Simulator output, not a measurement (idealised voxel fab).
process module | voxel self aligned vias
cross-section cut | 280 nm wide | cells 5 nm
A cross-section is a grid of square cells, given in bands from the top down. A band is one or more rows of cells.
Each band's line starts with the height of the band's top and of its bottom, in nm. Then come its materials from left to right, each with its width in nm. One material with "throughout" fills the band from edge to edge. "air" is empty space.
Height 0 is the level under which the wafer as received is all one material. The lowest band goes on downwards, as in "0 down".
A width such as "30 to 40" changes by the same amount from each row of cells to the next, from the band's top row to its bottom row.
"no change" after a step means that no cell of the cross-section changed.
closed voids: empty space of 8 cells or more with no open way to the top, each as width x height at its distance from the left edge, in nm
after a step's settings: what the simulator itself notes on the step
overlay nm, on a step with a mask: how far to the right of its planned place the mask lay; to the left if negative
plan
1 op RECEIVE | material Si
2 op CONFORMAL_DEP | material SiO2 | thk nm 10
3 op CONFORMAL_DEP | material SiCN | thk nm 5
4 op DIRECTIONAL_DEP | material SiO2 | thk nm 30
5 op MASKED_ETCH | tone open | mask id LINES | width nm 25 | pitch nm 75 | etch materials SiO2 | depth nm 30 | overlay nm 0
6 op CONFORMAL_DEP | material TiN | thk nm 5
7 op FILL_DEP | material W | thk nm 10
8 op CMP | height nm 45
9 op SELECTIVE_ETCH | etch materials W Ru TiN | depth nm 5
10 op FILL_DEP | material SiN | thk nm 10
11 op CMP | height nm 45
12 op DIRECTIONAL_DEP | material SiO2 | thk nm 15
13 op PATTERN | tone open | mask id VIAS | material resist | width nm 45 | thk nm 20 | overlay nm 0
14 op DIRECTIONAL_ETCH | etch materials SiO2 | depth nm 15
15 op DIRECTIONAL_ETCH | etch materials SiN | depth nm 5
16 op STRIP | etch materials resist
17 op CONFORMAL_DEP | material TiN | thk nm 5
18 op FILL_DEP | material Cu | thk nm 10
19 op CMP | height nm 60
20 op CONFORMAL_DEP | material SiCN | thk nm 5
first wafer, as planned
as received, after step 1
  0 down: Si throughout
  closed voids: none
after step 2
  10 to 0: SiO2 throughout
  below 0: unchanged
after step 3
  15 to 10: SiCN throughout
  below 10: unchanged
after step 4
  45 to 15: SiO2 throughout
  below 15: unchanged
after step 5
  45 to 15: SiO2 90 | air 25 | SiO2 50 | air 25 | SiO2 90
  below 15: unchanged
after step 6
  50 to 45: TiN 95 | air 15 | TiN 60 | air 15 | TiN 95
  45 to 20: SiO2 90 | TiN 5 | air 15 | TiN 5 | SiO2 50 | TiN 5 | air 15 | TiN 5 | SiO2 90
  20 to 15: SiO2 90 | TiN 25 | SiO2 50 | TiN 25 | SiO2 90
  below 15: unchanged
after step 7
  60 to 50: W throughout
  50 to 45: TiN 95 | W 15 | TiN 60 | W 15 | TiN 95
  45 to 20: SiO2 90 | TiN 5 | W 15 | TiN 5 | SiO2 50 | TiN 5 | W 15 | TiN 5 | SiO2 90
  below 20: unchanged
after step 8
  45 to 20: SiO2 90 | TiN 5 | W 15 | TiN 5 | SiO2 50 | TiN 5 | W 15 | TiN 5 | SiO2 90
  below 20: unchanged
after step 9
  45 to 40: SiO2 90 | air 25 | SiO2 50 | air 25 | SiO2 90
  below 40: unchanged
after step 10
  55 to 45: SiN throughout
  45 to 40: SiO2 90 | SiN 25 | SiO2 50 | SiN 25 | SiO2 90
  below 40: unchanged
after step 11
  45 to 40: SiO2 90 | SiN 25 | SiO2 50 | SiN 25 | SiO2 90
  below 40: unchanged
after step 12
  60 to 45: SiO2 throughout
  below 45: unchanged
after step 13
  80 to 60: resist 80 | air 45 | resist 155
  below 60: unchanged
after step 14
  80 to 60: resist 80 | air 45 | resist 155
  60 to 45: SiO2 80 | air 45 | SiO2 155
  below 45: unchanged
after step 15
  80 to 60: resist 80 | air 45 | resist 155
  60 to 45: SiO2 80 | air 45 | SiO2 155
  45 to 40: SiO2 90 | air 25 | SiO2 50 | SiN 25 | SiO2 90
  below 40: unchanged
after step 16
  60 to 45: SiO2 80 | air 45 | SiO2 155
  below 45: unchanged
after step 17
  65 to 60: TiN 85 | air 35 | TiN 160
  60 to 50: SiO2 80 | TiN 5 | air 35 | TiN 5 | SiO2 155
  50 to 45: SiO2 80 | TiN 15 | air 15 | TiN 15 | SiO2 155
  45 to 40: SiO2 90 | TiN 25 | SiO2 50 | SiN 25 | SiO2 90
  below 40: unchanged
after step 18
  75 to 65: Cu throughout
  65 to 60: TiN 85 | Cu 35 | TiN 160
  60 to 50: SiO2 80 | TiN 5 | Cu 35 | TiN 5 | SiO2 155
  50 to 45: SiO2 80 | TiN 15 | Cu 15 | TiN 15 | SiO2 155
  below 45: unchanged
after step 19
  60 to 50: SiO2 80 | TiN 5 | Cu 35 | TiN 5 | SiO2 155
  below 50: unchanged
after step 20
  65 to 60: SiCN throughout
  below 60: unchanged
second wafer: like start, like plan, one mistake. Through step 6 it matches the first wafer
when step 7 should have ended
  60 to 50: Cu throughout
  50 to 45: TiN 95 | Cu 15 | TiN 60 | Cu 15 | TiN 95
  45 to 20: SiO2 90 | TiN 5 | Cu 15 | TiN 5 | SiO2 50 | TiN 5 | Cu 15 | TiN 5 | SiO2 90
  below 20: unchanged
when step 8 should have ended
  45 to 20: SiO2 90 | TiN 5 | Cu 15 | TiN 5 | SiO2 50 | TiN 5 | Cu 15 | TiN 5 | SiO2 90
  below 20: unchanged
when step 9 should have ended
  45 to 40: SiO2 90 | air 5 | Cu 15 | air 5 | SiO2 50 | air 5 | Cu 15 | air 5 | SiO2 90
  below 40: unchanged
when step 10 should have ended
  55 to 45: SiN throughout
  45 to 40: SiO2 90 | SiN 5 | Cu 15 | SiN 5 | SiO2 50 | SiN 5 | Cu 15 | SiN 5 | SiO2 90
  below 40: unchanged
when step 11 should have ended
  45 to 40: SiO2 90 | SiN 5 | Cu 15 | SiN 5 | SiO2 50 | SiN 5 | Cu 15 | SiN 5 | SiO2 90
  below 40: unchanged
when step 12 should have ended
  60 to 45: SiO2 throughout
  below 45: unchanged
when step 13 should have ended
  80 to 60: resist 80 | air 45 | resist 155
  below 60: unchanged
when step 14 should have ended
  80 to 60: resist 80 | air 45 | resist 155
  60 to 45: SiO2 80 | air 45 | SiO2 155
  below 45: unchanged
when step 15 should have ended
  80 to 60: resist 80 | air 45 | resist 155
  60 to 45: SiO2 80 | air 45 | SiO2 155
  45 to 40: SiO2 90 | air 5 | Cu 15 | air 5 | SiO2 50 | SiN 5 | Cu 15 | SiN 5 | SiO2 90
  below 40: unchanged
when step 16 should have ended
  60 to 45: SiO2 80 | air 45 | SiO2 155
  below 45: unchanged
when step 17 should have ended
  65 to 60: TiN 85 | air 35 | TiN 160
  60 to 50: SiO2 80 | TiN 5 | air 35 | TiN 5 | SiO2 155
  50 to 45: SiO2 80 | TiN 45 | SiO2 155
  45 to 40: SiO2 90 | TiN 5 | Cu 15 | TiN 5 | SiO2 50 | SiN 5 | Cu 15 | SiN 5 | SiO2 90
  below 40: unchanged
when step 18 should have ended
  75 to 65: Cu throughout
  65 to 60: TiN 85 | Cu 35 | TiN 160
  60 to 50: SiO2 80 | TiN 5 | Cu 35 | TiN 5 | SiO2 155
  below 50: unchanged
when step 19 should have ended
  60 to 50: SiO2 80 | TiN 5 | Cu 35 | TiN 5 | SiO2 155
  below 50: unchanged
when step 20 should have ended
  65 to 60: SiCN throughout
  below 60: unchanged
what went wrong: step 7 ran as: op FILL_DEP | material Cu | thk nm 10
at the end the second wafer has, in cells: 27 more of Cu | 3 fewer of SiN | 24 fewer of W
